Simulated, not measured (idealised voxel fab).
process module | voxel double patterning
cross-section cut | 255 nm wide | cells 5 nm
A cross-section is a grid of square cells, given in bands from the top down. A band is one or more rows of cells.
Each band's line starts with the height of the band's top and of its bottom, in nm. Then come its materials from left to right, each with its width in nm. One material with "throughout" fills the band from edge to edge. "air" is empty space.
Height 0 is the level under which the wafer as received is all one material. The lowest band goes on downwards, as in "0 down".
A width such as "30 to 40" changes by the same amount from each row of cells to the next, from the band's top row to its bottom row.
"no change" after a step means that no cell of the cross-section changed.
closed voids: empty space of 8 cells or more with no open way to the top, each as width x height at its distance from the left edge, in nm
after a step's settings: what the simulator itself notes on the step
overlay nm, on a step with a mask: how far to the right of its planned place the mask lay; to the left if negative
plan
1 op RECEIVE | material Si
2 op CONFORMAL_DEP | material SiO2 | thk nm 5
3 op DIRECTIONAL_DEP | material W | thk nm 15
4 op DIRECTIONAL_DEP | material SiCN | thk nm 10
5 op DIRECTIONAL_DEP | material aC | thk nm 15
6 op PATTERN | tone open | mask id FIRST | material resist | width nm 15 | pitch nm 50 | thk nm 30 | overlay nm 0
7 op DIRECTIONAL_ETCH | etch materials aC | depth nm 15
8 op STRIP | etch materials resist
9 op DIRECTIONAL_ETCH | etch materials SiCN | depth nm 10
10 op STRIP | etch materials aC
11 op PATTERN | tone open | mask id SECOND | material resist | width nm 15 | thk nm 20 | overlay nm 0
12 op DIRECTIONAL_ETCH | etch materials SiCN | depth nm 10
13 op STRIP | etch materials resist
14 op DIRECTIONAL_ETCH | etch materials W | depth nm 15
15 op STRIP | etch materials SiCN
varied across the wafers: width nm of step 6. The plan shows the first wafer's value. All wafers start alike
first wafer as received, after step 1
  0 down: Si throughout
  closed voids: none
first wafer at the end, after step 15
  20 to 5: W 95 | air 15 | W 10 | air 15 | W 10 | air 15 | W 95
  5 to 0: SiO2 throughout
  0 down: Si throughout
  closed voids: none
last wafer at the end
  20 to 5: W 90 | air 45 | W 5 | air 30 | W 85
  5 to 0: SiO2 throughout
  0 down: Si throughout
  closed voids: none
each wafer at the end: cells of each material gained (+) or lost (-) since it was received, then its closed voids
width nm 15 | +51 SiO2 | +126 W | closed voids: none
width nm 20 | +51 SiO2 | +120 W | closed voids: none
width nm 25 | +51 SiO2 | +114 W | closed voids: none
width nm 30 | +51 SiO2 | +108 W | closed voids: none
